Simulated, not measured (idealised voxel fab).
Presented below is a process module, voxel released beams.
Shown is cross-section cut, with a width of 270 nm and square cells of size 5 nm.
In what follows, cross-sections appear as grids of square cells, described through bands that run from the top down, where every band is one or more rows of cells. Read a band's entry like this: the first values are the height of its top and the height of its bottom in nm, and what follows is the sequence of materials from left to right, each with its width in nm. Note that "empty" is empty space, and that a single material marked "all across" reaches across the band from edge to edge. Counting heights begins at 0, where everything beneath is, in the wafer as received, one material. The lowest band has no bottom; it goes on downwards, as "0 -> down" shows. The width entry "30 to 40" should be interpreted row by row: the top row of cells in the band takes the first number, the bottom row takes the second number, and the change between adjacent rows is uniform throughout. "same as before", as given for a step, is the statement that not any cell of the cross-section underwent a change during that step. Listed in "Sealed internal voids": every empty space of 8 or more cells without an open way to the top. Form: width x height at distance, the distance being from the left edge, all in nm. On a step's line, text after the settings is the simulator commenting on that step. A step line may carry the setting "overlay nm", which, for steps involving a mask, states the distance by which the mask lay to the right of its intended position; negative values denote displacement to the left.

### So here's the lineup of process steps we planned
step 1: RECEIVE: material Si
step 2: CONFORMAL_DEP: material Al2O3, thk nm 10
step 3: DIRECTIONAL_DEP: material SiO2, thk nm 15
step 4: MASKED_ETCH: tone open, mask id ANCHOR, width nm 30, etch materials SiO2, depth nm 15, overlay nm 0
step 5: CONFORMAL_DEP: material polySi, thk nm 10
step 6: MASKED_ETCH: tone cover, mask id BEAM, width nm 115, etch materials polySi, depth nm 10, overlay nm 0
step 7: STRIP: etch materials SiO2

### Here's what the wafer looked like in cross-section when it arrived - that's after step 1
* 0 -> down = Si all across
* Sealed internal voids: none

### Final wafer profile in cross-section after the module, from the same start and plan as above, with one mistake made during processing
* 20 -> 10 = empty 75 nm | polySi 115 nm | empty 80 nm
* 10 -> 0 = Al2O3 all across
* 0 -> down = Si all across
* Sealed internal voids: none
Here's what went sideways: step 3 of the plan: omitted, not performed
